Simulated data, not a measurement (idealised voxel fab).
This section sets out a process module, namely voxel trench capacitor.
The width of the displayed cross-section, cut, is 295 nm; its cells are square, with a size of 5 nm.
Just so we're on the same page, the cross-sections are grids of square cells, and they're listed out in bands top to bottom, each band one or more rows deep. Each band's line starts with the height of the band's top and of its bottom, in nm. Then come its materials from left to right, each with its width in nm. One material with "everywhere" fills the band from edge to edge. "blank" is empty space. Basically, 0 is our baseline, since under it the wafer straight out of the box is all one material. The bottom band has no lower end and keeps on going down, so it looks like "0..down". Width spec "30..40" -> top row of cells at first value, bottom row at second value, equal per-row change in between. "remained unchanged", as given for a step, is the statement that not any cell of the cross-section underwent a change during that step. The label "Closed void catalog" introduces a list of the empty spaces, 8 cells or larger, that have no open way up to the top; each entry in it reads width x height at distance, where the distance is taken from the left edge and all three are stated in nm. What comes after the settings on a step's line is commentary from the simulator itself on that step. What "overlay nm" on a step's line means: if the step has a mask, that mask lay this far to the right of its planned place, or, when the value is negative, to the left.

[Listed below are the process steps as planned]
1,op RECEIVE | material Si
2,op CONFORMAL_DEP | material SiN | thk nm 5
3,op MASKED_ETCH | tone open | mask id TRENCH | width nm 20 | pitch nm 50 | etch materials SiN | depth nm 5 | overlay nm 0
4,op MASKED_ETCH | tone open | mask id TRENCH | width nm 20 | pitch nm 50 | etch materials Si | depth nm 30 | overlay nm 0
5,op CONFORMAL_DEP | material SiO2 | thk nm 5
6,op FILL_DEP | material polySi | thk nm 10
7,op CMP | height nm 5

[As-received wafer cross-section (after step 1)]
    0..down: Si everywhere
    Closed void catalog: none

[First of two wafers at the end of the module, shown in cross-section; run carried out as planned]
    5..0: SiN: 85, then SiO2: 5, then polySi: 10, then SiO2: 5, then SiN: 30, then SiO2: 5, then polySi: 10, then SiO2: 5, then SiN: 30, then SiO2: 5, then polySi: 10, then SiO2: 5, then SiN: 90
    0..-25: Si: 85, then SiO2: 5, then polySi: 10, then SiO2: 5, then Si: 30, then SiO2: 5, then polySi: 10, then SiO2: 5, then Si: 30, then SiO2: 5, then polySi: 10, then SiO2: 5, then Si: 90
    -25..-30: Si: 85, then SiO2: 20, then Si: 30, then SiO2: 20, then Si: 30, then SiO2: 20, then Si: 90
    -30..down: Si everywhere
    Closed void catalog: none

[Cross-section at end of module for the second wafer of two, which matched the first in starting point and plan and differed by one mistake in its processing]
    5..0: SiN: 85, then SiO2: 5, then polySi: 10, then SiO2: 5, then SiN: 30, then SiO2: 5, then polySi: 10, then SiO2: 5, then SiN: 30, then SiO2: 5, then polySi: 10, then SiO2: 5, then SiN: 90
    0..-35: Si: 85, then SiO2: 5, then polySi: 10, then SiO2: 5, then Si: 30, then SiO2: 5, then polySi: 10, then SiO2: 5, then Si: 30, then SiO2: 5, then polySi: 10, then SiO2: 5, then Si: 90
    -35..-40: Si: 85, then SiO2: 20, then Si: 30, then SiO2: 20, then Si: 30, then SiO2: 20, then Si: 90
    -40..down: Si everywhere
    Closed void catalog: none
what went wrong: step 4 changed vs plan, executed as op MASKED_ETCH | tone open | mask id TRENCH | width nm 20 | pitch nm 50 | etch materials Si | depth nm 40 | overlay nm 0
Upon completion, the second wafer contains, in terms of cells, a greater or smaller amount of certain materials than the first wafer: -24 Si | +12 SiO2 | +12 polySi
